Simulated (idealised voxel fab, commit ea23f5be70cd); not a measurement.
This is a process module. Its name is voxel air gaps.
This is section cut - it's 275 nm across, gridded in 5 nm square cells.
Just so we're on the same page, the cross-sections are grids of square cells, and they're listed out in bands top to bottom, each band one or more rows deep.
Heights first: top, then bottom, in nm. Then materials, left to right, each with a width in nm. "all across" on a single material: fills the band edge to edge. "blank": empty space.
Heads up on the height convention: 0 is the point under which the incoming wafer is all one material, and the lowest band has no bottom, it just keeps going down, like "z 0 and below".
Think of "30..40" as a width that walks from the first number to the second as you go down the band, top row to bottom row, taking equal-sized steps from row to row.
It should be understood that the words "no change", when stated for a given step, signify that the cross-section underwent no change in any of its cells during that step.
In "Enclosed internal voids" the enclosed voids are listed, meaning empty spaces of 8 cells or larger without any opening to the top. The form is width x height at distance, distance from the left edge, units nm.
If you see something after the settings on a step's line, that's the simulator's own remark about that step.
A step's line can hold "overlay nm"; with a mask on that step, the setting says how far right of the planned place the mask lay, while a negative setting says it lay to the left.

**Below is the list of planned process steps**
step 1: RECEIVE | material Si
step 2: CONFORMAL_DEP | material SiO2 | thk nm 10
step 3: CONFORMAL_DEP | material SiCN | thk nm 5
step 4: DIRECTIONAL_DEP | material SiO2 | thk nm 35
step 5: PATTERN | tone open | mask id LINES | material resist | width nm 20 | pitch nm 50 | thk nm 20 | overlay nm -15
step 6: DIRECTIONAL_ETCH | etch materials SiO2 | depth nm 35
step 7: STRIP | etch materials resist
step 8: CONFORMAL_DEP | material TiN | thk nm 5
step 9: FILL_DEP | material Cu | thk nm 10
step 10: CMP | height nm 50
step 11: EPI | material Ru | thk nm 10
step 12: SELECTIVE_ETCH | etch materials SiO2 | depth nm 45
step 13: CONFORMAL_DEP | material SiCN | thk nm 5
Every wafer here starts from the same state; it is the step 5 overlay nm that distinguishes them, and the value the plan gives belongs to the first wafer.

**First of several wafers, received after step 1, in cross-section**
* z 0 and below = Si all across
* Enclosed internal voids: none

**First of several wafers in cross-section at module end, following the final step, step 13**
* z 65 to 60 = 45 blank | 150 SiCN | 80 blank
* z 60 to 50 = 45 blank | 5 SiCN | 40 Ru | 10 SiCN | 40 Ru | 10 SiCN | 40 Ru | 5 SiCN | 80 blank
* z 50 to 45 = 45 blank | 15 SiCN | 5 TiN | 10 Cu | 5 TiN | 30 SiCN | 5 TiN | 10 Cu | 5 TiN | 30 SiCN | 5 TiN | 10 Cu | 5 TiN | 15 SiCN | 80 blank
* z 45 to 20 = 55 blank | 5 SiCN | 5 TiN | 10 Cu | 5 TiN | 5 SiCN | 20 blank | 5 SiCN | 5 TiN | 10 Cu | 5 TiN | 5 SiCN | 20 blank | 5 SiCN | 5 TiN | 10 Cu | 5 TiN | 5 SiCN | 90 blank
* z 20 to 15 = 60 SiCN | 20 TiN | 30 SiCN | 20 TiN | 30 SiCN | 20 TiN | 95 SiCN
* z 15 to 10 = SiCN all across
* z 10 to 0 = SiO2 all across
* z 0 and below = Si all across
* Enclosed internal voids: 20 x 25 at 85; 20 x 25 at 135

**Last wafer x-sec, end of module**
* z 65 to 60 = 75 blank | 150 SiCN | 50 blank
* z 60 to 50 = 75 blank | 5 SiCN | 40 Ru | 10 SiCN | 40 Ru | 10 SiCN | 40 Ru | 5 SiCN | 50 blank
* z 50 to 45 = 75 blank | 15 SiCN | 5 TiN | 10 Cu | 5 TiN | 30 SiCN | 5 TiN | 10 Cu | 5 TiN | 30 SiCN | 5 TiN | 10 Cu | 5 TiN | 15 SiCN | 50 blank
* z 45 to 20 = 85 blank | 5 SiCN | 5 TiN | 10 Cu | 5 TiN | 5 SiCN | 20 blank | 5 SiCN | 5 TiN | 10 Cu | 5 TiN | 5 SiCN | 20 blank | 5 SiCN | 5 TiN | 10 Cu | 5 TiN | 5 SiCN | 60 blank
* z 20 to 15 = 90 SiCN | 20 TiN | 30 SiCN | 20 TiN | 30 SiCN | 20 TiN | 65 SiCN
* z 15 to 10 = SiCN all across
* z 10 to 0 = SiO2 all across
* z 0 and below = Si all across
* Enclosed internal voids: 20 x 25 at 115; 20 x 25 at 165

**Take any row and you have a wafer at the end of the module: how many cells of each material it has gained (+) or lost (-) since it was received, and then its closed voids**
overlay nm -15 | +36 Cu | +48 Ru | +188 SiCN | +110 SiO2 | +48 TiN | Enclosed internal voids: 20 x 25 at 85; 20 x 25 at 135
overlay nm -10 | +36 Cu | +48 Ru | +188 SiCN | +110 SiO2 | +48 TiN | Enclosed internal voids: 20 x 25 at 90; 20 x 25 at 140
overlay nm -5 | +36 Cu | +48 Ru | +188 SiCN | +110 SiO2 | +48 TiN | Enclosed internal voids: 20 x 25 at 95; 20 x 25 at 145
overlay nm 0 | +36 Cu | +48 Ru | +188 SiCN | +110 SiO2 | +48 TiN | Enclosed internal voids: 20 x 25 at 100; 20 x 25 at 150
overlay nm 5 | +36 Cu | +48 Ru | +188 SiCN | +110 SiO2 | +48 TiN | Enclosed internal voids: 20 x 25 at 105; 20 x 25 at 155
overlay nm 10 | +36 Cu | +48 Ru | +188 SiCN | +110 SiO2 | +48 TiN | Enclosed internal voids: 20 x 25 at 110; 20 x 25 at 160
overlay nm 15 | +36 Cu | +48 Ru | +188 SiCN | +110 SiO2 | +48 TiN | Enclosed internal voids: 20 x 25 at 115; 20 x 25 at 165
